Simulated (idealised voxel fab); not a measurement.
The name of this process module is voxel tone inversion.
Cross-section cut spans 215 nm and uses square cells 5 nm in size.
Cross-section, as written here: a square-cell grid given band by band from the top down, where a band holds one or more rows of cells.
Look at the band entry: it leads with the top's height and the bottom's height in nm. Then it lists the materials left to right, with a width in nm for each. The word "edge to edge" on a single material says that material fills the band edge to edge. The word "blank" is empty space.
A quick word on heights: they are counted from 0, and under that level the wafer as it came to us is one material throughout. The lowest band is different from the rest in having no bottom; it simply continues downward, written as in "0 down".
When a width is written as two numbers, as in "30..40", the first number is the width in the top row of cells of the band and the second is the width in its bottom row, and the width changes by the same amount from each row to the next.
The cross-section has no changed cell in any step marked "nothing different".
Closed-off voids of 8+ cells (no open route to the top) go in "Closed internal cavities", written width x height at distance from the left edge, in nm.
Post-settings text on a step line: simulator's own remark regarding the step.
overlay nm: right-of-plan distance of the mask on a masked step; negative values mean left-of-plan.
This section lists the process steps that were planned
1,RECEIVE: material Si
2,CONFORMAL_DEP: material SiCN, thk nm 5
3,DIRECTIONAL_DEP: material polySi, thk nm 25
4,PATTERN: tone cover, mask id POSTS, material resist, width nm 20, pitch nm 45, thk nm 35, overlay nm 0
5,DIRECTIONAL_ETCH: etch materials polySi, depth nm 25
6,STRIP: etch materials resist
7,FILL_DEP: material SiO2, thk nm 10
8,CMP: height nm 30
9,STRIP: etch materials polySi
Cross-section, incoming material, after step 1
	0 down: Si edge to edge
	Closed internal cavities: none
First of two wafers at the end of the module, shown in cross-section; run carried out as planned
	30 to 5: SiO2 75, then blank 20, then SiO2 25, then blank 20, then SiO2 75
	5 to 0: SiCN edge to edge
	0 down: Si edge to edge
	Closed internal cavities: none
So this is wafer number two of the two, cut at the end of the module - it started where the first did and had the same plan, we just got one thing wrong running it
	30 to 0: SiCN edge to edge
	0 down: Si edge to edge
	Closed internal cavities: none
Heads up, the wafer didn't run the way we planned it: in deviation from the planned setting, step 3 was conducted as DIRECTIONAL_DEP: material SiCN, thk nm 25
Materials where the second wafer ends with more or fewer cells than the first: 215 more of SiCN; 175 fewer of SiO2
